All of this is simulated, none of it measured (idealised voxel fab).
Documented hereafter: the process module known as voxel wiring stack.
The width of the displayed cross-section, cut, is 190 nm; its cells are square, with a size of 5 nm.
Notation: cross-section as square-cell grid; stated in bands, top first, going down; one or more cell rows per band. Per band: top height and bottom height in nm, followed by the left-to-right materials and their widths in nm; "everywhere" marks a single material spanning edge to edge, "air" marks empty space. Zero point of the height axis is 0; under it, received wafer = one material. Lowest band: continues down indefinitely, "top 0, no bottom". Width "30..40": first value at the band's top row of cells, second value at its bottom row, equal change from row to row. Where the words "no change" appear for a step, the cross-section shows no cell changed by that step; every cell remained as before. "Entrapped voids" enumerates empty spaces isolated from the top, with no open way to it, that contain at least 8 cells, giving each as width x height at distance from the left edge, all three in nm. On each step's line, the part that comes after the settings is the simulator's own comment on the step. overlay nm: for a step with a mask, the amount by which the mask lay right of where it was planned; a negative amount means left of it.
PROCESS STEPS - PLAN
step 1: RECEIVE, material Si
step 2: CONFORMAL_DEP, material SiO2, thk nm 15
step 3: CONFORMAL_DEP, material SiN, thk nm 5
step 4: DIRECTIONAL_DEP, material SiO2, thk nm 20
step 5: PATTERN, tone open, mask id METAL_1, material resist, width nm 25, pitch nm 40, thk nm 20, overlay nm 0
step 6: DIRECTIONAL_ETCH, etch materials SiO2, depth nm 20
step 7: DIRECTIONAL_ETCH, etch materials SiN, depth nm 5
step 8: STRIP, etch materials resist
step 9: CONFORMAL_DEP, material TiN, thk nm 5
step 10: FILL_DEP, material W, thk nm 5
step 11: CMP, height nm 40
step 12: EPI, material Ru, thk nm 5
step 13: FILL_DEP, material SiCN, thk nm 5
step 14: DIRECTIONAL_DEP, material SiO2, thk nm 30
step 15: DIRECTIONAL_DEP, material aC, thk nm 10
step 16: PATTERN, tone open, mask id METAL_2, material resist, width nm 25, pitch nm 40, thk nm 30, overlay nm 0
step 17: DIRECTIONAL_ETCH, etch materials aC, depth nm 10
step 18: STRIP, etch materials resist
step 19: DIRECTIONAL_ETCH, etch materials SiO2, depth nm 15
step 20: STRIP, etch materials aC
step 21: PATTERN, tone open, mask id METAL_2_HOLES, material resist, width nm 15, thk nm 15, overlay nm 0
step 22: DIRECTIONAL_ETCH, etch materials SiO2, depth nm 15
step 23: DIRECTIONAL_ETCH, etch materials SiCN, depth nm 5
step 24: STRIP, etch materials resist
step 25: CONFORMAL_DEP, material TiN, thk nm 5
step 26: FILL_DEP, material Ru, thk nm 10
step 27: CMP, height nm 80
step 28: CONFORMAL_DEP, material SiCN, thk nm 5
step 29: DIRECTIONAL_DEP, material SiO2, thk nm 15
step 30: DIRECTIONAL_DEP, material aC, thk nm 15
step 31: PATTERN, tone open, mask id PLUG_2, material resist, width nm 15, thk nm 35, overlay nm 0
step 32: DIRECTIONAL_ETCH, etch materials aC, depth nm 15
step 33: STRIP, etch materials resist
step 34: DIRECTIONAL_ETCH, etch materials SiO2, depth nm 15
step 35: DIRECTIONAL_ETCH, etch materials SiCN, depth nm 5
step 36: STRIP, etch materials aC
step 37: CONFORMAL_DEP, material TiN, thk nm 5
step 38: FILL_DEP, material Ru, thk nm 5
step 39: CMP, height nm 100
step 40: DIRECTIONAL_DEP, material TiN, thk nm 5
step 41: DIRECTIONAL_DEP, material W, thk nm 20
step 42: PATTERN, tone cover, mask id METAL_3, material resist, width nm 25, pitch nm 40, thk nm 20, overlay nm 0
step 43: DIRECTIONAL_ETCH, etch materials W, depth nm 20
step 44: DIRECTIONAL_ETCH, etch materials TiN, depth nm 5
step 45: STRIP, etch materials resist
step 46: CONFORMAL_DEP, material SiN, thk nm 5
step 47: FILL_DEP, material SiO2, thk nm 5
step 48: CMP, height nm 125
step 49: CONFORMAL_DEP, material SiCN, thk nm 5
CROSS-SECTIONAL VIEW OF THE WAFER IN ITS AS-RECEIVED CONDITION, CORRESPONDING TO THE STATE AFTER STEP 1
- top 0, no bottom: Si everywhere
- Entrapped voids: none
END-OF-MODULE XS, FIRST OF TWO WAFERS, RUN AS PLANNED
- top 130, bottom 125: SiCN everywhere
- top 125, bottom 105: SiO2 55, SiN 5, W 25, SiN 5, SiO2 5, SiN 5, W 25, SiN 5, SiO2 60
- top 105, bottom 100: SiN 60, TiN 25, SiN 15, TiN 25, SiN 65
- top 100, bottom 85: SiO2 60, TiN 5, Ru 5, TiN 5, SiO2 115
- top 85, bottom 80: SiCN 60, TiN 15, SiCN 115
- top 80, bottom 70: SiO2 60, TiN 5, Ru 15, TiN 5, SiO2 15, TiN 5, Ru 15, TiN 5, SiO2 65
- top 70, bottom 65: SiO2 60, TiN 5, Ru 5, TiN 15, SiO2 15, TiN 25, SiO2 65
- top 65, bottom 50: SiO2 60, TiN 5, Ru 5, TiN 5, SiO2 115
- top 50, bottom 45: SiCN 60, TiN 15, SiCN 115
- top 45, bottom 40: SiCN 55, Ru 35, SiCN 5, Ru 35, SiCN 60
- top 40, bottom 20: SiO2 60, TiN 5, W 15, TiN 5, SiO2 15, TiN 5, W 15, TiN 5, SiO2 65
- top 20, bottom 15: SiN 60, TiN 25, SiN 15, TiN 25, SiN 65
- top 15, bottom 0: SiO2 everywhere
- top 0, no bottom: Si everywhere
- Entrapped voids: none
CROSS-SECTIONAL VIEW: SECOND OF TWO WAFERS, END OF MODULE; START AND PLAN IDENTICAL TO THE FIRST, ONE MISTAKE IN RUNNING
- top 130, bottom 125: SiCN everywhere
- top 125, bottom 105: SiO2 55, SiN 5, W 25, SiN 5, SiO2 5, SiN 5, W 25, SiN 5, SiO2 60
- top 105, bottom 100: SiN 60, TiN 25, SiN 15, TiN 25, SiN 65
- top 100, bottom 85: W everywhere
- top 85, bottom 80: SiCN everywhere
- top 80, bottom 70: SiO2 60, TiN 5, Ru 15, TiN 5, SiO2 15, TiN 5, Ru 15, TiN 5, SiO2 65
- top 70, bottom 65: SiO2 60, TiN 5, Ru 5, TiN 15, SiO2 15, TiN 25, SiO2 65
- top 65, bottom 50: SiO2 60, TiN 5, Ru 5, TiN 5, SiO2 115
- top 50, bottom 45: SiCN 60, TiN 15, SiCN 115
- top 45, bottom 40: SiCN 55, Ru 35, SiCN 5, Ru 35, SiCN 60
- top 40, bottom 20: SiO2 60, TiN 5, W 15, TiN 5, SiO2 15, TiN 5, W 15, TiN 5, SiO2 65
- top 20, bottom 15: SiN 60, TiN 25, SiN 15, TiN 25, SiN 65
- top 15, bottom 0: SiO2 everywhere
- top 0, no bottom: Si everywhere
- Entrapped voids: none
Nonconformance to the process plan: not per plan at step 29, really ran DIRECTIONAL_DEP, material W, thk nm 15
Bottom line after processing is that, in cells, the second wafer is up or down on some materials versus the first: Ru: 3 fewer; SiCN: 3 more; SiO2: 105 fewer; TiN: 9 fewer; W: 114 more
